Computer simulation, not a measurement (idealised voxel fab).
process module | voxel air gaps
cross-section cut | 155 nm wide | cells 5 nm
A cross-section is a grid of square cells, given in bands from the top down. A band is one or more rows of cells.
Each band's line starts with the height of the band's top and of its bottom, in nm. Then come its materials from left to right, each with its width in nm. One material with "throughout" fills the band from edge to edge. "air" is empty space.
Height 0 is the level under which the wafer as received is all one material. The lowest band goes on downwards, as in "0 down".
A width such as "30 to 40" changes by the same amount from each row of cells to the next, from the band's top row to its bottom row.
"no change" after a step means that no cell of the cross-section changed.
closed voids: empty space of 8 cells or more with no open way to the top, each as width x height at its distance from the left edge, in nm
after a step's settings: what the simulator itself notes on the step
overlay nm, on a step with a mask: how far to the right of its planned place the mask lay; to the left if negative
plan
1 op RECEIVE | material Si
2 op CONFORMAL_DEP | material SiO2 | thk nm 15
3 op CONFORMAL_DEP | material SiN | thk nm 5
4 op DIRECTIONAL_DEP | material lowk | thk nm 35
5 op DIRECTIONAL_DEP | material aC | thk nm 10
6 op PATTERN | tone open | mask id LINES | material resist | width nm 15 | pitch nm 40 | thk nm 30 | overlay nm 0
7 op DIRECTIONAL_ETCH | etch materials aC | depth nm 10
8 op STRIP | etch materials resist
9 op DIRECTIONAL_ETCH | etch materials lowk | depth nm 35
10 op STRIP | etch materials aC
11 op CONFORMAL_DEP | material TiN | thk nm 5
12 op FILL_DEP | material Ru | thk nm 5
13 op CMP | height nm 55
14 op EPI | material Ru | thk nm 10
15 op SELECTIVE_ETCH | etch materials lowk | depth nm 45
16 op CONFORMAL_DEP | material SiN | thk nm 5
as received, after step 1
  0 down: Si throughout
  closed voids: none
a wafer at the end: this start, this plan, one mistake
  70 to 65: air 15 | SiN 125 | air 15
  65 to 55: air 15 | SiN 5 | Ru 35 | SiN 5 | Ru 35 | SiN 5 | Ru 35 | SiN 5 | air 15
  55 to 50: air 15 | SiN 15 | TiN 5 | Ru 5 | TiN 5 | SiN 25 | TiN 5 | Ru 5 | TiN 5 | SiN 25 | TiN 5 | Ru 5 | TiN 5 | SiN 15 | air 15
  50 to 25: air 25 | SiN 5 | TiN 5 | Ru 5 | TiN 5 | SiN 5 | air 15 | SiN 5 | TiN 5 | Ru 5 | TiN 5 | SiN 5 | air 15 | SiN 5 | TiN 5 | Ru 5 | TiN 5 | SiN 5 | air 25
  25 to 20: SiN 30 | TiN 15 | SiN 25 | TiN 15 | SiN 25 | TiN 15 | SiN 30
  20 to 0: SiN throughout
  0 down: Si throughout
  closed voids: 15 x 25 at 50; 15 x 25 at 90
what went wrong: step 2 ran as: op CONFORMAL_DEP | material SiN | thk nm 15
